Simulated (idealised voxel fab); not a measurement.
Module name: voxel self aligned contacts (process module)
Cross-section cut: width 200 nm, square cells of 5 nm.
Notation: cross-section as square-cell grid; stated in bands, top first, going down; one or more cell rows per band. Heads up on the band format: heights come first, top then bottom, in nm. After that it's the materials left to right, each with its width in nm. A single material flagged "edge to edge" fills the whole band edge to edge, and "air" means there's empty space there. All heights in this document are referenced to 0, defined as the level beneath which the wafer, as received, consists entirely of one material. The lowest band is not bounded below; it extends indefinitely downward and is written in the form "0 and below". You'd read "30..40" like this: the band's top row of cells is as wide as the first number, its bottom row is as wide as the second, and going down, every row changes width by the same amount as the row before did. Reading "left unchanged" for a step: not a cell of the cross-section changed in it. In the "Sealed internal cavities" entry, you get each enclosed empty space of 8 cells or more, one with no open way to the top, written width x height at distance, distance from the left edge, in nm. Past the settings on a step's line: simulator remark, on that step. On any step carrying a mask, the "overlay nm" setting, if present on the step's line, tells how far right of its planned place the mask lay; negative values point to the left.

The steps planned for the process are as follows
- 1: RECEIVE, material Si
- 2: OXIDIZE, depth nm 5
- 3: DIRECTIONAL_DEP, material polySi, thk nm 25
- 4: DIRECTIONAL_DEP, material SiN, thk nm 20
- 5: MASKED_ETCH, tone cover, mask id GATE, width nm 25, pitch nm 70, etch materials SiN, depth nm 20, overlay nm 0
- 6: MASKED_ETCH, tone cover, mask id GATE, width nm 25, pitch nm 70, etch materials polySi, depth nm 25, overlay nm 0
- 7: CONFORMAL_DEP, material SiN, thk nm 10
- 8: DIRECTIONAL_ETCH, etch materials SiN, depth nm 10
- 9: FILL_DEP, material SiO2, thk nm 15
- 10: CMP, height nm 55
- 11: DIRECTIONAL_DEP, material aC, thk nm 10
- 12: PATTERN, tone open, mask id CONTACT, material resist, width nm 55, pitch nm 70, thk nm 25, overlay nm 0
- 13: DIRECTIONAL_ETCH, etch materials aC, depth nm 10
- 14: STRIP, etch materials resist
- 15: DIRECTIONAL_ETCH, etch materials SiO2, depth nm 60
- 16: STRIP, etch materials aC
- 17: CONFORMAL_DEP, material TiN, thk nm 5
- 18: FILL_DEP, material W, thk nm 5
- 19: CMP, height nm 55
- 20: CONFORMAL_DEP, material SiCN, thk nm 5

First of two wafers, processed according to plan

Delivered wafer in cross-section: state after step 1
  0 and below | Si edge to edge
  Sealed internal cavities: none

Cross-section of the wafer after step 2
  0 down to -5 | SiO2 edge to edge
  Lower than -5, everything is as it was.

Cross-section of the wafer after step 3
  25 down to 0 | polySi edge to edge
  Lower than 0, everything is as it was.

Cross-section of the wafer after step 4
  45 down to 25 | SiN edge to edge
  Lower than 25, everything is as it was.

Cross-section of the wafer after step 5
  45 down to 25 | air: 15, then SiN: 25, then air: 45, then SiN: 25, then air: 45, then SiN: 25, then air: 20
  Lower than 25, everything is as it was.

Cross-section of the wafer after step 6
  45 down to 25 | air: 15, then SiN: 25, then air: 45, then SiN: 25, then air: 45, then SiN: 25, then air: 20
  25 down to 0 | air: 15, then polySi: 25, then air: 45, then polySi: 25, then air: 45, then polySi: 25, then air: 20
  Lower than 0, everything is as it was.

Cross-section of the wafer after step 7
  55 down to 25 | air: 5, then SiN: 45, then air: 25, then SiN: 45, then air: 25, then SiN: 45, then air: 10
  25 down to 10 | air: 5, then SiN: 10, then polySi: 25, then SiN: 10, then air: 25, then SiN: 10, then polySi: 25, then SiN: 10, then air: 25, then SiN: 10, then polySi: 25, then SiN: 10, then air: 10
  10 down to 0 | SiN: 15, then polySi: 25, then SiN: 45, then polySi: 25, then SiN: 45, then polySi: 25, then SiN: 20
  Lower than 0, everything is as it was.

Cross-section of the wafer after step 8
  45 down to 25 | air: 5, then SiN: 45, then air: 25, then SiN: 45, then air: 25, then SiN: 45, then air: 10
  25 down to 0 | air: 5, then SiN: 10, then polySi: 25, then SiN: 10, then air: 25, then SiN: 10, then polySi: 25, then SiN: 10, then air: 25, then SiN: 10, then polySi: 25, then SiN: 10, then air: 10
  Lower than 0, everything is as it was.

Cross-section of the wafer after step 9
  60 down to 45 | SiO2 edge to edge
  45 down to 25 | SiO2: 5, then SiN: 45, then SiO2: 25, then SiN: 45, then SiO2: 25, then SiN: 45, then SiO2: 10
  25 down to 0 | SiO2: 5, then SiN: 10, then polySi: 25, then SiN: 10, then SiO2: 25, then SiN: 10, then polySi: 25, then SiN: 10, then SiO2: 25, then SiN: 10, then polySi: 25, then SiN: 10, then SiO2: 10
  Lower than 0, everything is as it was.

Cross-section of the wafer after step 10
  55 down to 45 | SiO2 edge to edge
  Lower than 45, everything is as it was.

Cross-section of the wafer after step 11
  65 down to 55 | aC edge to edge
  Lower than 55, everything is as it was.

Cross-section of the wafer after step 12
  90 down to 65 | resist: 35, then air: 55, then resist: 15, then air: 55, then resist: 40
  Lower than 65, everything is as it was.

Cross-section of the wafer after step 13
  80 down to 65 | resist: 35, then air: 55, then resist: 15, then air: 55, then resist: 40
  65 down to 55 | aC: 35, then air: 55, then aC: 15, then air: 55, then aC: 40
  Lower than 55, everything is as it was.

Cross-section of the wafer after step 14
  65 down to 55 | aC: 35, then air: 55, then aC: 15, then air: 55, then aC: 40
  Lower than 55, everything is as it was.

Cross-section of the wafer after step 15
  65 down to 55 | aC: 35, then air: 55, then aC: 15, then air: 55, then aC: 40
  55 down to 45 | SiO2: 35, then air: 55, then SiO2: 15, then air: 55, then SiO2: 40
  45 down to 25 | SiO2: 5, then SiN: 45, then air: 25, then SiN: 45, then air: 25, then SiN: 45, then SiO2: 10
  25 down to 0 | SiO2: 5, then SiN: 10, then polySi: 25, then SiN: 10, then air: 25, then SiN: 10, then polySi: 25, then SiN: 10, then air: 25, then SiN: 10, then polySi: 25, then SiN: 10, then SiO2: 10
  0 down to -5 | SiO2: 50, then air: 25, then SiO2: 45, then air: 25, then SiO2: 55
  Lower than -5, everything is as it was.

Cross-section of the wafer after step 16
  55 down to 45 | SiO2: 35, then air: 55, then SiO2: 15, then air: 55, then SiO2: 40
  Lower than 45, everything is as it was.

Cross-section of the wafer after step 17
  60 down to 55 | TiN: 40, then air: 45, then TiN: 25, then air: 45, then TiN: 45
  55 down to 45 | SiO2: 35, then TiN: 5..20, then air: 45..15, then TiN: 5..20, then SiO2: 15, then TiN: 5..20, then air: 45..15, then TiN: 5..20, then SiO2: 40
  45 down to 25 | SiO2: 5, then SiN: 45, then TiN: 5, then air: 15, then TiN: 5, then SiN: 45, then TiN: 5, then air: 15, then TiN: 5, then SiN: 45, then SiO2: 10
  25 down to 0 | SiO2: 5, then SiN: 10, then polySi: 25, then SiN: 10, then TiN: 5, then air: 15, then TiN: 5, then SiN: 10, then polySi: 25, then SiN: 10, then TiN: 5, then air: 15, then TiN: 5, then SiN: 10, then polySi: 25, then SiN: 10, then SiO2: 10
  0 down to -5 | SiO2: 50, then TiN: 25, then SiO2: 45, then TiN: 25, then SiO2: 55
  Lower than -5, everything is as it was.

Cross-section of the wafer after step 18
  65 down to 60 | W edge to edge
  60 down to 55 | TiN: 40, then W: 45, then TiN: 25, then W: 45, then TiN: 45
  55 down to 45 | SiO2: 35, then TiN: 5..20, then W: 45..15, then TiN: 5..20, then SiO2: 15, then TiN: 5..20, then W: 45..15, then TiN: 5..20, then SiO2: 40
  45 down to 25 | SiO2: 5, then SiN: 45, then TiN: 5, then W: 15, then TiN: 5, then SiN: 45, then TiN: 5, then W: 15, then TiN: 5, then SiN: 45, then SiO2: 10
  25 down to 0 | SiO2: 5, then SiN: 10, then polySi: 25, then SiN: 10, then TiN: 5, then W: 15, then TiN: 5, then SiN: 10, then polySi: 25, then SiN: 10, then TiN: 5, then W: 15, then TiN: 5, then SiN: 10, then polySi: 25, then SiN: 10, then SiO2: 10
  Lower than 0, everything is as it was.

Cross-section of the wafer after step 19
  55 down to 45 | SiO2: 35, then TiN: 5..20, then W: 45..15, then TiN: 5..20, then SiO2: 15, then TiN: 5..20, then W: 45..15, then TiN: 5..20, then SiO2: 40
  Lower than 45, everything is as it was.

Cross-section of the wafer after step 20
  60 down to 55 | SiCN edge to edge
  Lower than 55, everything is as it was.

The remaining wafer, second of the two, started like the first and was run to the same plan, except that one mistake was made along the way; the two coincide through step 2, inclusive

when step 3 should have ended
  25 down to -5 | SiO2 edge to edge
  Lower than -5, everything is as it was.

when step 4 should have ended
  45 down to 25 | SiN edge to edge
  Lower than 25, everything is as it was.

when step 5 should have ended
  45 down to 25 | air: 15, then SiN: 25, then air: 45, then SiN: 25, then air: 45, then SiN: 25, then air: 20
  Lower than 25, everything is as it was.

when step 6 should have ended: left unchanged

when step 7 should have ended
  55 down to 35 | air: 5, then SiN: 45, then air: 25, then SiN: 45, then air: 25, then SiN: 45, then air: 10
  35 down to 25 | SiN edge to edge
  Lower than 25, everything is as it was.

when step 8 should have ended
  45 down to 25 | air: 5, then SiN: 45, then air: 25, then SiN: 45, then air: 25, then SiN: 45, then air: 10
  Lower than 25, everything is as it was.

when step 9 should have ended
  60 down to 45 | SiO2 edge to edge
  45 down to 25 | SiO2: 5, then SiN: 45, then SiO2: 25, then SiN: 45, then SiO2: 25, then SiN: 45, then SiO2: 10
  Lower than 25, everything is as it was.

when step 10 should have ended
  55 down to 45 | SiO2 edge to edge
  Lower than 45, everything is as it was.

when step 11 should have ended
  65 down to 55 | aC edge to edge
  Lower than 55, everything is as it was.

when step 12 should have ended
  90 down to 65 | resist: 35, then air: 55, then resist: 15, then air: 55, then resist: 40
  Lower than 65, everything is as it was.

when step 13 should have ended
  80 down to 65 | resist: 35, then air: 55, then resist: 15, then air: 55, then resist: 40
  65 down to 55 | aC: 35, then air: 55, then aC: 15, then air: 55, then aC: 40
  Lower than 55, everything is as it was.

when step 14 should have ended
  65 down to 55 | aC: 35, then air: 55, then aC: 15, then air: 55, then aC: 40
  Lower than 55, everything is as it was.

when step 15 should have ended
  65 down to 55 | aC: 35, then air: 55, then aC: 15, then air: 55, then aC: 40
  55 down to 45 | SiO2: 35, then air: 55, then SiO2: 15, then air: 55, then SiO2: 40
  45 down to 25 | SiO2: 5, then SiN: 45, then air: 25, then SiN: 45, then air: 25, then SiN: 45, then SiO2: 10
  25 down to -5 | SiO2: 50, then air: 25, then SiO2: 45, then air: 25, then SiO2: 55
  Lower than -5, everything is as it was.

when step 16 should have ended
  55 down to 45 | SiO2: 35, then air: 55, then SiO2: 15, then air: 55, then SiO2: 40
  Lower than 45, everything is as it was.

when step 17 should have ended
  60 down to 55 | TiN: 40, then air: 45, then TiN: 25, then air: 45, then TiN: 45
  55 down to 45 | SiO2: 35, then TiN: 5..20, then air: 45..15, then TiN: 5..20, then SiO2: 15, then TiN: 5..20, then air: 45..15, then TiN: 5..20, then SiO2: 40
  45 down to 25 | SiO2: 5, then SiN: 45, then TiN: 5, then air: 15, then TiN: 5, then SiN: 45, then TiN: 5, then air: 15, then TiN: 5, then SiN: 45, then SiO2: 10
  25 down to 0 | SiO2: 50, then TiN: 5, then air: 15, then TiN: 5, then SiO2: 45, then TiN: 5, then air: 15, then TiN: 5, then SiO2: 55
  0 down to -5 | SiO2: 50, then TiN: 25, then SiO2: 45, then TiN: 25, then SiO2: 55
  Lower than -5, everything is as it was.

when step 18 should have ended
  65 down to 60 | W edge to edge
  60 down to 55 | TiN: 40, then W: 45, then TiN: 25, then W: 45, then TiN: 45
  55 down to 45 | SiO2: 35, then TiN: 5..20, then W: 45..15, then TiN: 5..20, then SiO2: 15, then TiN: 5..20, then W: 45..15, then TiN: 5..20, then SiO2: 40
  45 down to 25 | SiO2: 5, then SiN: 45, then TiN: 5, then W: 15, then TiN: 5, then SiN: 45, then TiN: 5, then W: 15, then TiN: 5, then SiN: 45, then SiO2: 10
  25 down to 0 | SiO2: 50, then TiN: 5, then W: 15, then TiN: 5, then SiO2: 45, then TiN: 5, then W: 15, then TiN: 5, then SiO2: 55
  Lower than 0, everything is as it was.

when step 19 should have ended
  55 down to 45 | SiO2: 35, then TiN: 5..20, then W: 45..15, then TiN: 5..20, then SiO2: 15, then TiN: 5..20, then W: 45..15, then TiN: 5..20, then SiO2: 40
  Lower than 45, everything is as it was.

when step 20 should have ended
  60 down to 55 | SiCN edge to edge
  Lower than 55, everything is as it was.
What broke from the plan during processing? step 3 off recipe, ran as DIRECTIONAL_DEP, material SiO2, thk nm 25
Looking at both finished wafers in cells, the second ends up ahead of or behind the first on some materials: 60 fewer of SiN; 135 more of SiO2; 75 fewer of polySi
